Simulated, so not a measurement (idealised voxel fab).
Process module name: voxel wiring stack
Section shown: cut. Width: 250 nm. Cell size: 5 nm, square.
For the purposes of this document, a cross-section shall be understood as a grid of square cells, specified as bands listed in top-to-bottom order, each band consisting of one or more rows of cells. Per band: top height and bottom height in nm, followed by the left-to-right materials and their widths in nm; "throughout" marks a single material spanning edge to edge, "blank" marks empty space. A quick word on heights: they are counted from 0, and under that level the wafer as it came to us is one material throughout. The lowest band is different from the rest in having no bottom; it simply continues downward, written as in "0 and below". A width such as "30->40" changes by the same amount from each row of cells to the next, from the band's top row to its bottom row. When a step is marked "remained unchanged", none of the cells in the cross-section changed during that step. Look at "Sealed void inventory" for the closed voids: empty spaces with no open path to the top, sized 8 cells or up. Each is width x height at distance, distance from the left edge, all nm. after a step's settings: what the simulator itself notes on the step. overlay nm: where the mask lay relative to plan, measured to the right, on steps with a mask; negatives go left.

The steps planned for the process are as follows
1,RECEIVE (material Si)
2,CONFORMAL_DEP (material SiO2; thk nm 15)
3,CONFORMAL_DEP (material SiN; thk nm 5)
4,DIRECTIONAL_DEP (material lowk; thk nm 20)
5,MASKED_ETCH (tone open; mask id METAL_1; width nm 30; pitch nm 60; etch materials lowk; depth nm 20; overlay nm 0)
6,MASKED_ETCH (tone open; mask id METAL_1; width nm 30; pitch nm 60; etch materials SiN; depth nm 5; overlay nm 0)
7,CONFORMAL_DEP (material TiN; thk nm 5)
8,FILL_DEP (material Cu; thk nm 10)
9,CMP (height nm 40)
10,CONFORMAL_DEP (material SiCN; thk nm 5)
11,DIRECTIONAL_DEP (material lowk; thk nm 20)
12,PATTERN (tone open; mask id PLUG_1; material resist; width nm 15; pitch nm 60; thk nm 15; overlay nm 0)
13,DIRECTIONAL_ETCH (etch materials lowk; depth nm 20)
14,DIRECTIONAL_ETCH (etch materials SiCN; depth nm 5)
15,STRIP (etch materials resist)
16,CONFORMAL_DEP (material TiN; thk nm 5)
17,FILL_DEP (material Ru; thk nm 5)
18,CMP (height nm 65)
19,CONFORMAL_DEP (material SiN; thk nm 5)
20,DIRECTIONAL_DEP (material SiO2; thk nm 15)
21,DIRECTIONAL_DEP (material aC; thk nm 15)
22,PATTERN (tone open; mask id METAL_2; material resist; width nm 30; pitch nm 60; thk nm 35; overlay nm 0)
23,DIRECTIONAL_ETCH (etch materials aC; depth nm 15)
24,STRIP (etch materials resist)
25,DIRECTIONAL_ETCH (etch materials SiO2; depth nm 15)
26,DIRECTIONAL_ETCH (etch materials SiN; depth nm 5)
27,STRIP (etch materials aC)
28,CONFORMAL_DEP (material TiN; thk nm 5)
29,FILL_DEP (material Cu; thk nm 5)
30,CMP (height nm 85)
31,CONFORMAL_DEP (material SiN; thk nm 5)

First of two wafers, with the run carried out as planned

Here's what the wafer looked like in cross-section when it arrived - that's after step 1
    0 and below = Si throughout
    Sealed void inventory: none

How the wafer stands in section after step 2
    15 down to 0 = SiO2 throughout
    Everything below 0 is unchanged.

How the wafer stands in section after step 3
    20 down to 15 = SiN throughout
    Everything below 15 is unchanged.

How the wafer stands in section after step 4
    40 down to 20 = lowk throughout
    Everything below 20 is unchanged.

How the wafer stands in section after step 5
    40 down to 20 = lowk 50, blank 30, lowk 30, blank 30, lowk 30, blank 30, lowk 50
    Everything below 20 is unchanged.

How the wafer stands in section after step 6
    40 down to 20 = lowk 50, blank 30, lowk 30, blank 30, lowk 30, blank 30, lowk 50
    20 down to 15 = SiN 50, blank 30, SiN 30, blank 30, SiN 30, blank 30, SiN 50
    Everything below 15 is unchanged.

How the wafer stands in section after step 7
    45 down to 40 = TiN 55, blank 20, TiN 40, blank 20, TiN 40, blank 20, TiN 55
    40 down to 20 = lowk 50, TiN 5, blank 20, TiN 5, lowk 30, TiN 5, blank 20, TiN 5, lowk 30, TiN 5, blank 20, TiN 5, lowk 50
    20 down to 15 = SiN 50, TiN 30, SiN 30, TiN 30, SiN 30, TiN 30, SiN 50
    Everything below 15 is unchanged.

How the wafer stands in section after step 8
    55 down to 45 = Cu throughout
    45 down to 40 = TiN 55, Cu 20, TiN 40, Cu 20, TiN 40, Cu 20, TiN 55
    40 down to 20 = lowk 50, TiN 5, Cu 20, TiN 5, lowk 30, TiN 5, Cu 20, TiN 5, lowk 30, TiN 5, Cu 20, TiN 5, lowk 50
    Everything below 20 is unchanged.

How the wafer stands in section after step 9
    40 down to 20 = lowk 50, TiN 5, Cu 20, TiN 5, lowk 30, TiN 5, Cu 20, TiN 5, lowk 30, TiN 5, Cu 20, TiN 5, lowk 50
    Everything below 20 is unchanged.

How the wafer stands in section after step 10
    45 down to 40 = SiCN throughout
    Everything below 40 is unchanged.

How the wafer stands in section after step 11
    65 down to 45 = lowk throughout
    Everything below 45 is unchanged.

How the wafer stands in section after step 12
    80 down to 65 = resist 50, blank 15, resist 45, blank 15, resist 45, blank 15, resist 65
    Everything below 65 is unchanged.

How the wafer stands in section after step 13
    80 down to 65 = resist 50, blank 15, resist 45, blank 15, resist 45, blank 15, resist 65
    65 down to 45 = lowk 50, blank 15, lowk 45, blank 15, lowk 45, blank 15, lowk 65
    Everything below 45 is unchanged.

How the wafer stands in section after step 14
    80 down to 65 = resist 50, blank 15, resist 45, blank 15, resist 45, blank 15, resist 65
    65 down to 45 = lowk 50, blank 15, lowk 45, blank 15, lowk 45, blank 15, lowk 65
    45 down to 40 = SiCN 50, blank 15, SiCN 45, blank 15, SiCN 45, blank 15, SiCN 65
    Everything below 40 is unchanged.

How the wafer stands in section after step 15
    65 down to 45 = lowk 50, blank 15, lowk 45, blank 15, lowk 45, blank 15, lowk 65
    Everything below 45 is unchanged.

How the wafer stands in section after step 16
    70 down to 65 = TiN 55, blank 5, TiN 55, blank 5, TiN 55, blank 5, TiN 70
    65 down to 45 = lowk 50, TiN 5, blank 5, TiN 5, lowk 45, TiN 5, blank 5, TiN 5, lowk 45, TiN 5, blank 5, TiN 5, lowk 65
    45 down to 40 = SiCN 50, TiN 15, SiCN 45, TiN 15, SiCN 45, TiN 15, SiCN 65
    Everything below 40 is unchanged.

How the wafer stands in section after step 17
    75 down to 70 = Ru throughout
    70 down to 65 = TiN 55, Ru 5, TiN 55, Ru 5, TiN 55, Ru 5, TiN 70
    65 down to 45 = lowk 50, TiN 5, Ru 5, TiN 5, lowk 45, TiN 5, Ru 5, TiN 5, lowk 45, TiN 5, Ru 5, TiN 5, lowk 65
    Everything below 45 is unchanged.

How the wafer stands in section after step 18
    65 down to 45 = lowk 50, TiN 5, Ru 5, TiN 5, lowk 45, TiN 5, Ru 5, TiN 5, lowk 45, TiN 5, Ru 5, TiN 5, lowk 65
    Everything below 45 is unchanged.

How the wafer stands in section after step 19
    70 down to 65 = SiN throughout
    Everything below 65 is unchanged.

How the wafer stands in section after step 20
    85 down to 70 = SiO2 throughout
    Everything below 70 is unchanged.

How the wafer stands in section after step 21
    100 down to 85 = aC throughout
    Everything below 85 is unchanged.

How the wafer stands in section after step 22
    135 down to 100 = resist 50, blank 30, resist 30, blank 30, resist 30, blank 30, resist 50
    Everything below 100 is unchanged.

How the wafer stands in section after step 23
    120 down to 100 = resist 50, blank 30, resist 30, blank 30, resist 30, blank 30, resist 50
    100 down to 85 = aC 50, blank 30, aC 30, blank 30, aC 30, blank 30, aC 50
    Everything below 85 is unchanged.

How the wafer stands in section after step 24
    100 down to 85 = aC 50, blank 30, aC 30, blank 30, aC 30, blank 30, aC 50
    Everything below 85 is unchanged.

How the wafer stands in section after step 25
    100 down to 85 = aC 50, blank 30, aC 30, blank 30, aC 30, blank 30, aC 50
    85 down to 70 = SiO2 50, blank 30, SiO2 30, blank 30, SiO2 30, blank 30, SiO2 50
    Everything below 70 is unchanged.

How the wafer stands in section after step 26
    100 down to 85 = aC 50, blank 30, aC 30, blank 30, aC 30, blank 30, aC 50
    85 down to 70 = SiO2 50, blank 30, SiO2 30, blank 30, SiO2 30, blank 30, SiO2 50
    70 down to 65 = SiN 50, blank 30, SiN 30, blank 30, SiN 30, blank 30, SiN 50
    Everything below 65 is unchanged.

How the wafer stands in section after step 27
    85 down to 70 = SiO2 50, blank 30, SiO2 30, blank 30, SiO2 30, blank 30, SiO2 50
    Everything below 70 is unchanged.

How the wafer stands in section after step 28
    90 down to 85 = TiN 55, blank 20, TiN 40, blank 20, TiN 40, blank 20, TiN 55
    85 down to 70 = SiO2 50, TiN 5, blank 20, TiN 5, SiO2 30, TiN 5, blank 20, TiN 5, SiO2 30, TiN 5, blank 20, TiN 5, SiO2 50
    70 down to 65 = SiN 50, TiN 30, SiN 30, TiN 30, SiN 30, TiN 30, SiN 50
    Everything below 65 is unchanged.

How the wafer stands in section after step 29
    95 down to 90 = Cu throughout
    90 down to 85 = TiN 55, Cu 20, TiN 40, Cu 20, TiN 40, Cu 20, TiN 55
    85 down to 70 = SiO2 50, TiN 5, Cu 20, TiN 5, SiO2 30, TiN 5, Cu 20, TiN 5, SiO2 30, TiN 5, Cu 20, TiN 5, SiO2 50
    Everything below 70 is unchanged.

How the wafer stands in section after step 30
    85 down to 70 = SiO2 50, TiN 5, Cu 20, TiN 5, SiO2 30, TiN 5, Cu 20, TiN 5, SiO2 30, TiN 5, Cu 20, TiN 5, SiO2 50
    Everything below 70 is unchanged.

How the wafer stands in section after step 31
    90 down to 85 = SiN throughout
    Everything below 85 is unchanged.

Second of two: same start, same plan, one run error; steps up to and including 4 match the first

Second wafer: cross-section at the scheduled end of step 5
    40 down to 20 = lowk 55, blank 20, lowk 40, blank 20, lowk 40, blank 20, lowk 55
    Everything below 20 is unchanged.

Second wafer: cross-section at the scheduled end of step 6
    40 down to 20 = lowk 55, blank 20, lowk 40, blank 20, lowk 40, blank 20, lowk 55
    20 down to 15 = SiN 55, blank 20, SiN 40, blank 20, SiN 40, blank 20, SiN 55
    Everything below 15 is unchanged.

Second wafer: cross-section at the scheduled end of step 7
    45 down to 40 = TiN 60, blank 10, TiN 50, blank 10, TiN 50, blank 10, TiN 60
    40 down to 20 = lowk 55, TiN 5, blank 10, TiN 5, lowk 40, TiN 5, blank 10, TiN 5, lowk 40, TiN 5, blank 10, TiN 5, lowk 55
    20 down to 15 = SiN 55, TiN 20, SiN 40, TiN 20, SiN 40, TiN 20, SiN 55
    Everything below 15 is unchanged.

Second wafer: cross-section at the scheduled end of step 8
    55 down to 45 = Cu throughout
    45 down to 40 = TiN 60, Cu 10, TiN 50, Cu 10, TiN 50, Cu 10, TiN 60
    40 down to 20 = lowk 55, TiN 5, Cu 10, TiN 5, lowk 40, TiN 5, Cu 10, TiN 5, lowk 40, TiN 5, Cu 10, TiN 5, lowk 55
    Everything below 20 is unchanged.

Second wafer: cross-section at the scheduled end of step 9
    40 down to 20 = lowk 55, TiN 5, Cu 10, TiN 5, lowk 40, TiN 5, Cu 10, TiN 5, lowk 40, TiN 5, Cu 10, TiN 5, lowk 55
    Everything below 20 is unchanged.

Second wafer: cross-section at the scheduled end of step 10
    45 down to 40 = SiCN throughout
    Everything below 40 is unchanged.

Second wafer: cross-section at the scheduled end of step 11
    65 down to 45 = lowk throughout
    Everything below 45 is unchanged.

Second wafer: cross-section at the scheduled end of step 12
    80 down to 65 = resist 50, blank 15, resist 45, blank 15, resist 45, blank 15, resist 65
    Everything below 65 is unchanged.

Second wafer: cross-section at the scheduled end of step 13
    80 down to 65 = resist 50, blank 15, resist 45, blank 15, resist 45, blank 15, resist 65
    65 down to 45 = lowk 50, blank 15, lowk 45, blank 15, lowk 45, blank 15, lowk 65
    Everything below 45 is unchanged.

Second wafer: cross-section at the scheduled end of step 14
    80 down to 65 = resist 50, blank 15, resist 45, blank 15, resist 45, blank 15, resist 65
    65 down to 45 = lowk 50, blank 15, lowk 45, blank 15, lowk 45, blank 15, lowk 65
    45 down to 40 = SiCN 50, blank 15, SiCN 45, blank 15, SiCN 45, blank 15, SiCN 65
    Everything below 40 is unchanged.

Second wafer: cross-section at the scheduled end of step 15
    65 down to 45 = lowk 50, blank 15, lowk 45, blank 15, lowk 45, blank 15, lowk 65
    Everything below 45 is unchanged.

Second wafer: cross-section at the scheduled end of step 16
    70 down to 65 = TiN 55, blank 5, TiN 55, blank 5, TiN 55, blank 5, TiN 70
    65 down to 45 = lowk 50, TiN 5, blank 5, TiN 5, lowk 45, TiN 5, blank 5, TiN 5, lowk 45, TiN 5, blank 5, TiN 5, lowk 65
    45 down to 40 = SiCN 50, TiN 15, SiCN 45, TiN 15, SiCN 45, TiN 15, SiCN 65
    Everything below 40 is unchanged.

Second wafer: cross-section at the scheduled end of step 17
    75 down to 70 = Ru throughout
    70 down to 65 = TiN 55, Ru 5, TiN 55, Ru 5, TiN 55, Ru 5, TiN 70
    65 down to 45 = lowk 50, TiN 5, Ru 5, TiN 5, lowk 45, TiN 5, Ru 5, TiN 5, lowk 45, TiN 5, Ru 5, TiN 5, lowk 65
    Everything below 45 is unchanged.

Second wafer: cross-section at the scheduled end of step 18
    65 down to 45 = lowk 50, TiN 5, Ru 5, TiN 5, lowk 45, TiN 5, Ru 5, TiN 5, lowk 45, TiN 5, Ru 5, TiN 5, lowk 65
    Everything below 45 is unchanged.

Second wafer: cross-section at the scheduled end of step 19
    70 down to 65 = SiN throughout
    Everything below 65 is unchanged.

Second wafer: cross-section at the scheduled end of step 20
    85 down to 70 = SiO2 throughout
    Everything below 70 is unchanged.

Second wafer: cross-section at the scheduled end of step 21
    100 down to 85 = aC throughout
    Everything below 85 is unchanged.

Second wafer: cross-section at the scheduled end of step 22
    135 down to 100 = resist 50, blank 30, resist 30, blank 30, resist 30, blank 30, resist 50
    Everything below 100 is unchanged.

Second wafer: cross-section at the scheduled end of step 23
    120 down to 100 = resist 50, blank 30, resist 30, blank 30, resist 30, blank 30, resist 50
    100 down to 85 = aC 50, blank 30, aC 30, blank 30, aC 30, blank 30, aC 50
    Everything below 85 is unchanged.

Second wafer: cross-section at the scheduled end of step 24
    100 down to 85 = aC 50, blank 30, aC 30, blank 30, aC 30, blank 30, aC 50
    Everything below 85 is unchanged.

Second wafer: cross-section at the scheduled end of step 25
    100 down to 85 = aC 50, blank 30, aC 30, blank 30, aC 30, blank 30, aC 50
    85 down to 70 = SiO2 50, blank 30, SiO2 30, blank 30, SiO2 30, blank 30, SiO2 50
    Everything below 70 is unchanged.

Second wafer: cross-section at the scheduled end of step 26
    100 down to 85 = aC 50, blank 30, aC 30, blank 30, aC 30, blank 30, aC 50
    85 down to 70 = SiO2 50, blank 30, SiO2 30, blank 30, SiO2 30, blank 30, SiO2 50
    70 down to 65 = SiN 50, blank 30, SiN 30, blank 30, SiN 30, blank 30, SiN 50
    Everything below 65 is unchanged.

Second wafer: cross-section at the scheduled end of step 27
    85 down to 70 = SiO2 50, blank 30, SiO2 30, blank 30, SiO2 30, blank 30, SiO2 50
    Everything below 70 is unchanged.

Second wafer: cross-section at the scheduled end of step 28
    90 down to 85 = TiN 55, blank 20, TiN 40, blank 20, TiN 40, blank 20, TiN 55
    85 down to 70 = SiO2 50, TiN 5, blank 20, TiN 5, SiO2 30, TiN 5, blank 20, TiN 5, SiO2 30, TiN 5, blank 20, TiN 5, SiO2 50
    70 down to 65 = SiN 50, TiN 30, SiN 30, TiN 30, SiN 30, TiN 30, SiN 50
    Everything below 65 is unchanged.

Second wafer: cross-section at the scheduled end of step 29
    95 down to 90 = Cu throughout
    90 down to 85 = TiN 55, Cu 20, TiN 40, Cu 20, TiN 40, Cu 20, TiN 55
    85 down to 70 = SiO2 50, TiN 5, Cu 20, TiN 5, SiO2 30, TiN 5, Cu 20, TiN 5, SiO2 30, TiN 5, Cu 20, TiN 5, SiO2 50
    Everything below 70 is unchanged.

Second wafer: cross-section at the scheduled end of step 30
    85 down to 70 = SiO2 50, TiN 5, Cu 20, TiN 5, SiO2 30, TiN 5, Cu 20, TiN 5, SiO2 30, TiN 5, Cu 20, TiN 5, SiO2 50
    Everything below 70 is unchanged.

Second wafer: cross-section at the scheduled end of step 31
    90 down to 85 = SiN throughout
    Everything below 85 is unchanged.
It is concluded that the wafer was processed incorrectly with respect to the plan, in that step 5 did not happen as planned, as run it was MASKED_ETCH (tone open; mask id METAL_1; width nm 20; pitch nm 60; etch materials lowk; depth nm 20; overlay nm 0)
End check, counted in cells, second wafer has more or fewer of these materials than the first: 24 fewer of Cu | 6 more of SiN | 6 fewer of TiN | 24 more of lowk
